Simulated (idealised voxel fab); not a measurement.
You're looking at the process module voxel gate over fins.
Square cell edge 5 nm, section width 235 nm, ID cut.
Notation: cross-section as square-cell grid; stated in bands, top first, going down; one or more cell rows per band.
Top height, bottom height, nm. Materials left to right, width each, nm. Single material + "everywhere" = fills band edge to edge. "empty" = empty.
Counting heights begins at 0, where everything beneath is, in the wafer as received, one material. The lowest band has no bottom; it goes on downwards, as "0..down" shows.
Top row gets the first number, bottom row gets the second, and each row in between changes by the same step: that is how a band width like "30 to 40" works.
Basically "no alterations made" means that step didn't change any cell in the cross-section.
So "Completely enclosed voids" is basically the list of trapped voids: any empty space of 8 cells or more that can't reach the top through an opening. They're written width x height at distance, the distance being from the left edge, and it's all nm.
If you see something after the settings on a step's line, that's the simulator's own remark about that step.
overlay nm: mask offset rightward from planned place, masked step; negative means leftward offset.
So here's the lineup of process steps we planned
1. RECEIVE,material Si
2. CONFORMAL_DEP,material SiN,thk nm 10
3. DIRECTIONAL_DEP,material aC,thk nm 10
4. PATTERN,tone cover,mask id FINS,material resist,width nm 15,pitch nm 50,thk nm 25,overlay nm 0
5. DIRECTIONAL_ETCH,etch materials aC,depth nm 10
6. STRIP,etch materials resist
7. DIRECTIONAL_ETCH,etch materials SiN,depth nm 10
8. DIRECTIONAL_ETCH,etch materials Si,depth nm 35
9. STRIP,etch materials aC
10. OXIDIZE,depth nm 5
11. FILL_DEP,material SiO2,thk nm 10
12. CMP,height nm 10
13. DIRECTIONAL_DEP,material aC,thk nm 10
14. PATTERN,tone open,mask id RAIL,material resist,width nm 15,thk nm 30,overlay nm 0
15. DIRECTIONAL_ETCH,etch materials aC,depth nm 10
16. STRIP,etch materials resist
17. DIRECTIONAL_ETCH,etch materials SiO2,depth nm 40
18. STRIP,etch materials aC
19. CONFORMAL_DEP,material TiN,thk nm 5
20. FILL_DEP,material Ru,thk nm 5
21. CMP,height nm 10
22. SELECTIVE_ETCH,etch materials W Ru TiN,depth nm 35
23. FILL_DEP,material SiO2,thk nm 5
24. CMP,height nm 10
25. SELECTIVE_ETCH,etch materials SiO2,depth nm 25
26. STRIP,etch materials SiN
27. CONFORMAL_DEP,material HfO2,thk nm 5
28. CONFORMAL_DEP,material TiN,thk nm 5
29. CONFORMAL_DEP,material TiAl,thk nm 5
30. CONFORMAL_DEP,material TiN,thk nm 5
31. FILL_DEP,material W,thk nm 10
32. CMP,height nm 25
33. CONFORMAL_DEP,material SiN,thk nm 10
Cross-section of the wafer at receipt, which is the condition after step 1
  0..down  Si everywhere
  Completely enclosed voids: none
Module complete, cross-section. Starting point and plan per above. One mistake made in running the module
  35..25  SiN everywhere
  25..20  W everywhere
  20..15  W: 20; TiN: 45; W: 5; TiN: 45; W: 5; TiN: 45; W: 5; TiN: 45; W: 20
  15..10  W: 20; TiN: 5; TiAl: 35; TiN: 5; W: 5; TiN: 5; TiAl: 35; TiN: 5; W: 5; TiN: 5; TiAl: 35; TiN: 5; W: 5; TiN: 5; TiAl: 35; TiN: 5; W: 20
  10..5  W: 20; TiN: 5; TiAl: 5; TiN: 25; TiAl: 5; TiN: 5; W: 5; TiN: 5; TiAl: 5; TiN: 25; TiAl: 5; TiN: 5; W: 5; TiN: 5; TiAl: 5; TiN: 25; TiAl: 5; TiN: 5; W: 5; TiN: 5; TiAl: 5; TiN: 25; TiAl: 5; TiN: 5; W: 20
  5..0  TiN: 25; TiAl: 5; TiN: 5; HfO2: 15; TiN: 5; TiAl: 5; TiN: 15; TiAl: 5; TiN: 5; HfO2: 15; TiN: 5; TiAl: 5; TiN: 15; TiAl: 5; TiN: 5; HfO2: 15; TiN: 5; TiAl: 5; TiN: 15; TiAl: 5; TiN: 5; HfO2: 15; TiN: 5; TiAl: 5; TiN: 25
  0..-5  TiAl: 30; TiN: 5; HfO2: 5; Si: 5; HfO2: 5; TiN: 5; TiAl: 25; TiN: 5; HfO2: 5; Si: 5; HfO2: 5; TiN: 5; TiAl: 25; TiN: 5; HfO2: 5; Si: 5; HfO2: 5; TiN: 5; TiAl: 25; TiN: 5; HfO2: 5; Si: 5; HfO2: 5; TiN: 5; TiAl: 30
  -5..-10  TiN: 35; HfO2: 5; Si: 5; HfO2: 5; TiN: 35; HfO2: 5; Si: 5; HfO2: 5; TiN: 35; HfO2: 5; Si: 5; HfO2: 5; TiN: 35; HfO2: 5; Si: 5; HfO2: 5; TiN: 35
  -10..-15  HfO2: 40; Si: 5; HfO2: 45; Si: 5; HfO2: 45; Si: 5; HfO2: 45; Si: 5; HfO2: 40
  -15..-25  SiO2: 40; Si: 5; SiO2: 45; Si: 5; SiO2: 45; Si: 5; SiO2: 45; Si: 5; SiO2: 40
  -25..-30  SiO2: 40; Si: 5; SiO2: 25; TiN: 15; SiO2: 5; Si: 5; SiO2: 45; Si: 5; SiO2: 45; Si: 5; SiO2: 40
  -30..-40  SiO2: 40; Si: 5; SiO2: 45; Si: 5; SiO2: 45; Si: 5; SiO2: 45; Si: 5; SiO2: 40
  -40..down  Si everywhere
  Completely enclosed voids: none
Misprocessing identified: rather than as planned, step 14 actually ran as PATTERN,tone open,mask id RAIL,material resist,width nm 15,thk nm 30,overlay nm 10
